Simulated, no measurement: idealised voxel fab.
process module | voxel wiring stack
cross-section cut | 290 nm wide | cells 5 nm
A cross-section is a grid of square cells, given in bands from the top down. A band is one or more rows of cells.
Each band's line starts with the height of the band's top and of its bottom, in nm. Then come its materials from left to right, each with its width in nm. One material with "throughout" fills the band from edge to edge. "air" is empty space.
Height 0 is the level under which the wafer as received is all one material. The lowest band goes on downwards, as in "0 down".
A width such as "30 to 40" changes by the same amount from each row of cells to the next, from the band's top row to its bottom row.
"no change" after a step means that no cell of the cross-section changed.
closed voids: empty space of 8 cells or more with no open way to the top, each as width x height at its distance from the left edge, in nm
after a step's settings: what the simulator itself notes on the step
overlay nm, on a step with a mask: how far to the right of its planned place the mask lay; to the left if negative
plan
1 op RECEIVE | material Si
2 op CONFORMAL_DEP | material SiO2 | thk nm 15
3 op DIRECTIONAL_DEP | material TiN | thk nm 5
4 op DIRECTIONAL_DEP | material W | thk nm 15
5 op DIRECTIONAL_DEP | material aC | thk nm 10
6 op PATTERN | tone cover | mask id METAL_1 | material resist | width nm 25 | pitch nm 50 | thk nm 25 | overlay nm 0
7 op DIRECTIONAL_ETCH | etch materials aC | depth nm 10
8 op STRIP | etch materials resist
9 op DIRECTIONAL_ETCH | etch materials W | depth nm 15
10 op DIRECTIONAL_ETCH | etch materials TiN | depth nm 5
11 op STRIP | etch materials aC
12 op FILL_DEP | material SiO2 | thk nm 5
13 op CMP | height nm 35
14 op CONFORMAL_DEP | material SiCN | thk nm 5
15 op DIRECTIONAL_DEP | material SiO2 | thk nm 20
16 op MASKED_ETCH | tone open | mask id PLUG_1 | width nm 15 | etch materials SiO2 | depth nm 20 | overlay nm 0
17 op MASKED_ETCH | tone open | mask id PLUG_1 | width nm 15 | etch materials SiCN | depth nm 5 | overlay nm 0
18 op EPI | material Ru | thk nm 10
19 op EPI | material Ru | thk nm 10
20 op EPI | material Ru | thk nm 5
21 op CONFORMAL_DEP | material SiCN | thk nm 5
22 op DIRECTIONAL_DEP | material lowk | thk nm 25
23 op PATTERN | tone open | mask id METAL_2 | material resist | width nm 25 | pitch nm 50 | thk nm 20 | overlay nm 0
24 op DIRECTIONAL_ETCH | etch materials lowk | depth nm 25
25 op DIRECTIONAL_ETCH | etch materials SiCN | depth nm 5
26 op STRIP | etch materials resist
27 op CONFORMAL_DEP | material TiN | thk nm 5
28 op FILL_DEP | material Ru | thk nm 5
29 op CMP | height nm 90
30 op EPI | material Ru | thk nm 5
31 op FILL_DEP | material SiCN | thk nm 5
32 op DIRECTIONAL_DEP | material SiO2 | thk nm 20
33 op DIRECTIONAL_DEP | material aC | thk nm 10
34 op PATTERN | tone open | mask id PLUG_2 | material resist | width nm 15 | pitch nm 50 | thk nm 25 | overlay nm 0
35 op DIRECTIONAL_ETCH | etch materials aC | depth nm 10
36 op STRIP | etch materials resist
37 op DIRECTIONAL_ETCH | etch materials SiO2 | depth nm 20
38 op DIRECTIONAL_ETCH | etch materials SiCN | depth nm 5
39 op STRIP | etch materials aC
40 op EPI | material Ru | thk nm 10
41 op EPI | material Ru | thk nm 10
42 op EPI | material Ru | thk nm 5
43 op CONFORMAL_DEP | material SiCN | thk nm 5
44 op DIRECTIONAL_DEP | material SiO2 | thk nm 25
45 op DIRECTIONAL_DEP | material aC | thk nm 15
46 op PATTERN | tone open | mask id METAL_3 | material resist | width nm 25 | pitch nm 50 | thk nm 35 | overlay nm 0
47 op DIRECTIONAL_ETCH | etch materials aC | depth nm 15
48 op STRIP | etch materials resist
49 op DIRECTIONAL_ETCH | etch materials SiO2 | depth nm 25
50 op DIRECTIONAL_ETCH | etch materials SiCN | depth nm 5
51 op STRIP | etch materials aC
52 op CONFORMAL_DEP | material TiN | thk nm 5
53 op FILL_DEP | material Cu | thk nm 5
54 op CMP | height nm 150
55 op CONFORMAL_DEP | material SiN | thk nm 5
as received, after step 1
  0 down: Si throughout
  closed voids: none
first wafer at the end, as planned
  155 to 150: SiN throughout
  150 to 125: SiO2 105 | TiN 5 | Cu 15 | TiN 5 | SiO2 25 | TiN 5 | Cu 15 | TiN 5 | SiO2 110
  125 to 120: SiCN 105 | TiN 25 | SiCN 25 | TiN 25 | SiCN 110
  120 to 100: SiO2 105 | Ru 15 | SiO2 35 | Ru 15 | SiO2 120
  100 to 90: SiCN 105 to 100 | Ru 15 to 35 | SiCN 35 to 15 | Ru 15 to 35 | SiCN 120 to 105
  90 to 65: lowk 105 | TiN 5 | Ru 15 | TiN 5 | lowk 25 | TiN 5 | Ru 15 | TiN 5 | lowk 110
  65 to 60: SiCN 105 | TiN 25 | SiCN 25 | TiN 25 | SiCN 110
  60 to 40: SiO2 105 | Ru 15 | SiO2 170
  40 to 35: SiCN 105 | Ru 15 | SiCN 170
  35 to 20: SiO2 105 | W 25 | SiO2 25 | W 25 | SiO2 110
  20 to 15: SiO2 105 | TiN 25 | SiO2 25 | TiN 25 | SiO2 110
  15 to 0: SiO2 throughout
  0 down: Si throughout
  closed voids: none
second wafer at the end: like start, like plan, one mistake
  155 to 150: SiN throughout
  150 to 125: SiO2 105 | TiN 5 | Cu 15 | TiN 5 | SiO2 25 | TiN 5 | Cu 15 | TiN 5 | SiO2 110
  125 to 120: SiCN 105 | TiN 25 | SiCN 25 | TiN 25 | SiCN 110
  120 to 100: SiO2 105 | Ru 15 | SiO2 35 | Ru 15 | SiO2 120
  100 to 90: SiCN 105 to 100 | Ru 15 to 35 | SiCN 35 to 15 | Ru 15 to 35 | SiCN 120 to 105
  90 to 65: lowk 105 | TiN 5 | Ru 15 | TiN 5 | lowk 25 | TiN 5 | Ru 15 | TiN 5 | lowk 110
  65 to 60: SiCN 105 | TiN 25 | SiCN 25 | TiN 25 | SiCN 110
  60 to 40: SiO2 100 | Ru 25 | SiO2 165
  40 to 35: SiCN 105 | Ru 15 | SiCN 170
  35 to 20: SiO2 105 | W 25 | SiO2 25 | W 25 | SiO2 110
  20 to 15: SiO2 105 | TiN 25 | SiO2 25 | TiN 25 | SiO2 110
  15 to 0: SiO2 throughout
  0 down: Si throughout
  closed voids: none
what went wrong: step 16 ran as: op MASKED_ETCH | tone open | mask id PLUG_1 | width nm 25 | etch materials SiO2 | depth nm 20 | overlay nm 0
at the end the second wafer has, in cells: 8 more of Ru | 8 fewer of SiO2
